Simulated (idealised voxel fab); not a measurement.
The following process module bears the name voxel trench capacitor.
We display cut, a cross-section 220 nm in width whose square cells are each 5 nm.
Reading order for cross-sections: top band down to bottom band. Underlying form: a grid of square cells. Band size: one or more rows of cells.
Band entry format. Leading values: height of top, height of bottom, nm. Remainder: materials in left-to-right order, each with its width in nm. Special words: "full width" on a single material, which then fills the band edge to edge; "blank", empty space.
Where do heights start? At 0: under that level the wafer as delivered is made of one material only. And the lowest band has no floor; it just carries on downward, as in "0 and below".
Graded width ("30..40"): value in top row of band = first number; value in bottom row = second number; row-to-row change constant.
The designation "identical to before", where it is given for a processing step, indicates that no cell of the cross-section was altered in the course of that step.
"Voids, sealed" means: voids of 8 cells or more that are shut off from the top with no open way through. Written width x height at distance, distance from the left edge, in nm.
Post-settings text on a step line: simulator's own remark regarding the step.
The setting "overlay nm" may be written on the line of a step. When the step uses a mask, the value reports how far to the right of the planned place the mask lay, and a negative value reports that it lay to the left.
Below is the list of planned process steps:
1,RECEIVE [material Si]
2,CONFORMAL_DEP [material SiN] [thk nm 5]
3,DIRECTIONAL_DEP [material aC] [thk nm 10]
4,PATTERN [tone open] [mask id TRENCH] [material resist] [width nm 25] [pitch nm 40] [thk nm 25] [overlay nm 0]
5,DIRECTIONAL_ETCH [etch materials aC] [depth nm 10]
6,STRIP [etch materials resist]
7,DIRECTIONAL_ETCH [etch materials SiN] [depth nm 5]
8,DIRECTIONAL_ETCH [etch materials Si] [depth nm 25]
9,STRIP [etch materials aC]
10,CONFORMAL_DEP [material SiO2] [thk nm 5]
11,FILL_DEP [material polySi] [thk nm 5]
12,CMP [height nm 5]
Incoming wafer in cross-section (state: after step 1):
- 0 and below  Si full width
- Voids, sealed: none
Module complete, cross-section. Starting point and plan per above. One mistake made in running the module:
- 10 down to 5  40 nm SiO2; 15 nm polySi; 25 nm SiO2; 15 nm polySi; 25 nm SiO2; 15 nm polySi; 25 nm SiO2; 15 nm polySi; 45 nm SiO2
- 5 down to 0  35 nm SiN; 5 nm SiO2; 15 nm polySi; 5 nm SiO2; 15 nm SiN; 5 nm SiO2; 15 nm polySi; 5 nm SiO2; 15 nm SiN; 5 nm SiO2; 15 nm polySi; 5 nm SiO2; 15 nm SiN; 5 nm SiO2; 15 nm polySi; 5 nm SiO2; 40 nm SiN
- 0 down to -20  35 nm Si; 5 nm SiO2; 15 nm polySi; 5 nm SiO2; 15 nm Si; 5 nm SiO2; 15 nm polySi; 5 nm SiO2; 15 nm Si; 5 nm SiO2; 15 nm polySi; 5 nm SiO2; 15 nm Si; 5 nm SiO2; 15 nm polySi; 5 nm SiO2; 40 nm Si
- -20 down to -25  35 nm Si; 25 nm SiO2; 15 nm Si; 25 nm SiO2; 15 nm Si; 25 nm SiO2; 15 nm Si; 25 nm SiO2; 40 nm Si
- -25 and below  Si full width
- Voids, sealed: none
The mistake made against the process plan was this: step 12, actual vs plan mismatch, actual run CMP [height nm 10]
